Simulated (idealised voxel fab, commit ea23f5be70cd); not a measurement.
You're looking at the process module voxel ribs on slabs.
Shown is cross-section cut, with a width of 205 nm and square cells of size 5 nm.
If you're reading a cross-section in this doc, picture square cells in a grid; it comes to you as bands, top ones listed first down to the bottom, and a band can be one or more rows of cells. Heads up on the band format: heights come first, top then bottom, in nm. After that it's the materials left to right, each with its width in nm. A single material flagged "throughout" fills the whole band edge to edge, and "blank" means there's empty space there. Where do heights start? At 0: under that level the wafer as delivered is made of one material only. And the lowest band has no floor; it just carries on downward, as in "0 nm and below". So if you see something like "30->40" for the width, read it as the top row of the band sitting at the first number and the bottom row at the second, with every row in between moving by the same amount as the last. Basically "changes: none" means that step didn't change any cell in the cross-section. "Entrapped void list" enumerates empty spaces isolated from the top, with no open way to it, that contain at least 8 cells, giving each as width x height at distance from the left edge, all three in nm. after a step's settings: what the simulator itself notes on the step. overlay nm: on a step with a mask, how far right of its planned place the mask lay; negative means left.

# So here's the lineup of process steps we planned
1) RECEIVE (material Si)
2) DIRECTIONAL_DEP (material SiO2; thk nm 25)
3) DIRECTIONAL_DEP (material polySi; thk nm 20)
4) PATTERN (tone cover; mask id RIB; material resist; width nm 30; thk nm 20; overlay nm 0)
5) DIRECTIONAL_ETCH (etch materials polySi; depth nm 10)
6) STRIP (etch materials resist)
7) MASKED_ETCH (tone cover; mask id SLAB; width nm 60; etch materials polySi; depth nm 10; overlay nm 0)
8) FILL_DEP (material SiO2; thk nm 25)
9) CMP (height nm 60)
10) DIRECTIONAL_DEP (material TiN; thk nm 5)
11) PATTERN (tone cover; mask id HEATER; material resist; width nm 40; thk nm 20; overlay nm 0)
12) DIRECTIONAL_ETCH (etch materials TiN; depth nm 5)
13) STRIP (etch materials resist)
14) CONFORMAL_DEP (material SiO2; thk nm 10)

# Of two wafers, the first: run according to plan

# Incoming wafer, cross-sectional view, post step 1
> 0 nm and below  Si throughout
> Entrapped void list: none

# State of the wafer after step 2, shown in cross-section
> 25 nm to 0 nm  SiO2 throughout
> Beneath the level 0, the cross-section is identical to its previous state.

# State of the wafer after step 3, shown in cross-section
> 45 nm to 25 nm  polySi throughout
> Beneath the level 25, the cross-section is identical to its previous state.

# State of the wafer after step 4, shown in cross-section
> 65 nm to 45 nm  85 blank  30 resist  90 blank
> Beneath the level 45, the cross-section is identical to its previous state.

# State of the wafer after step 5, shown in cross-section
> 65 nm to 45 nm  85 blank  30 resist  90 blank
> 45 nm to 35 nm  85 blank  30 polySi  90 blank
> Beneath the level 35, the cross-section is identical to its previous state.

# State of the wafer after step 6, shown in cross-section
> 45 nm to 35 nm  85 blank  30 polySi  90 blank
> Beneath the level 35, the cross-section is identical to its previous state.

# State of the wafer after step 7, shown in cross-section
> 45 nm to 35 nm  85 blank  30 polySi  90 blank
> 35 nm to 25 nm  70 blank  60 polySi  75 blank
> Beneath the level 25, the cross-section is identical to its previous state.

# State of the wafer after step 8, shown in cross-section
> 70 nm to 45 nm  SiO2 throughout
> 45 nm to 35 nm  85 SiO2  30 polySi  90 SiO2
> 35 nm to 25 nm  70 SiO2  60 polySi  75 SiO2
> Beneath the level 25, the cross-section is identical to its previous state.

# State of the wafer after step 9, shown in cross-section
> 60 nm to 45 nm  SiO2 throughout
> Beneath the level 45, the cross-section is identical to its previous state.

# State of the wafer after step 10, shown in cross-section
> 65 nm to 60 nm  TiN throughout
> Beneath the level 60, the cross-section is identical to its previous state.

# State of the wafer after step 11, shown in cross-section
> 85 nm to 65 nm  80 blank  40 resist  85 blank
> Beneath the level 65, the cross-section is identical to its previous state.

# State of the wafer after step 12, shown in cross-section
> 85 nm to 65 nm  80 blank  40 resist  85 blank
> 65 nm to 60 nm  80 blank  40 TiN  85 blank
> Beneath the level 60, the cross-section is identical to its previous state.

# State of the wafer after step 13, shown in cross-section
> 65 nm to 60 nm  80 blank  40 TiN  85 blank
> Beneath the level 60, the cross-section is identical to its previous state.

# State of the wafer after step 14, shown in cross-section
> 75 nm to 70 nm  70 blank  60 SiO2  75 blank
> 70 nm to 65 nm  SiO2 throughout
> 65 nm to 60 nm  80 SiO2  40 TiN  85 SiO2
> Beneath the level 60, the cross-section is identical to its previous state.

# Second wafer - shared start and plan with the first - one error in running - same as the first up to step 3 inclusive

# Second wafer: cross-section at the scheduled end of step 4
> 65 nm to 45 nm  95 blank  30 resist  80 blank
> Beneath the level 45, the cross-section is identical to its previous state.

# Second wafer: cross-section at the scheduled end of step 5
> 65 nm to 45 nm  95 blank  30 resist  80 blank
> 45 nm to 35 nm  95 blank  30 polySi  80 blank
> Beneath the level 35, the cross-section is identical to its previous state.

# Second wafer: cross-section at the scheduled end of step 6
> 45 nm to 35 nm  95 blank  30 polySi  80 blank
> Beneath the level 35, the cross-section is identical to its previous state.

# Second wafer: cross-section at the scheduled end of step 7
> 45 nm to 35 nm  95 blank  30 polySi  80 blank
> 35 nm to 25 nm  70 blank  60 polySi  75 blank
> Beneath the level 25, the cross-section is identical to its previous state.

# Second wafer: cross-section at the scheduled end of step 8
> 70 nm to 45 nm  SiO2 throughout
> 45 nm to 35 nm  95 SiO2  30 polySi  80 SiO2
> 35 nm to 25 nm  70 SiO2  60 polySi  75 SiO2
> Beneath the level 25, the cross-section is identical to its previous state.

# Second wafer: cross-section at the scheduled end of step 9
> 60 nm to 45 nm  SiO2 throughout
> Beneath the level 45, the cross-section is identical to its previous state.

# Second wafer: cross-section at the scheduled end of step 10
> 65 nm to 60 nm  TiN throughout
> Beneath the level 60, the cross-section is identical to its previous state.

# Second wafer: cross-section at the scheduled end of step 11
> 85 nm to 65 nm  80 blank  40 resist  85 blank
> Beneath the level 65, the cross-section is identical to its previous state.

# Second wafer: cross-section at the scheduled end of step 12
> 85 nm to 65 nm  80 blank  40 resist  85 blank
> 65 nm to 60 nm  80 blank  40 TiN  85 blank
> Beneath the level 60, the cross-section is identical to its previous state.

# Second wafer: cross-section at the scheduled end of step 13
> 65 nm to 60 nm  80 blank  40 TiN  85 blank
> Beneath the level 60, the cross-section is identical to its previous state.

# Second wafer: cross-section at the scheduled end of step 14
> 75 nm to 70 nm  70 blank  60 SiO2  75 blank
> 70 nm to 65 nm  SiO2 throughout
> 65 nm to 60 nm  80 SiO2  40 TiN  85 SiO2
> Beneath the level 60, the cross-section is identical to its previous state.
In executing the process, a mistake was made relative to the plan: note that step 4 departed from the planned setting and was carried out as PATTERN (tone cover; mask id RIB; material resist; width nm 30; thk nm 20; overlay nm 10)
Both wafers, final: cells per material equal; arrangement not.
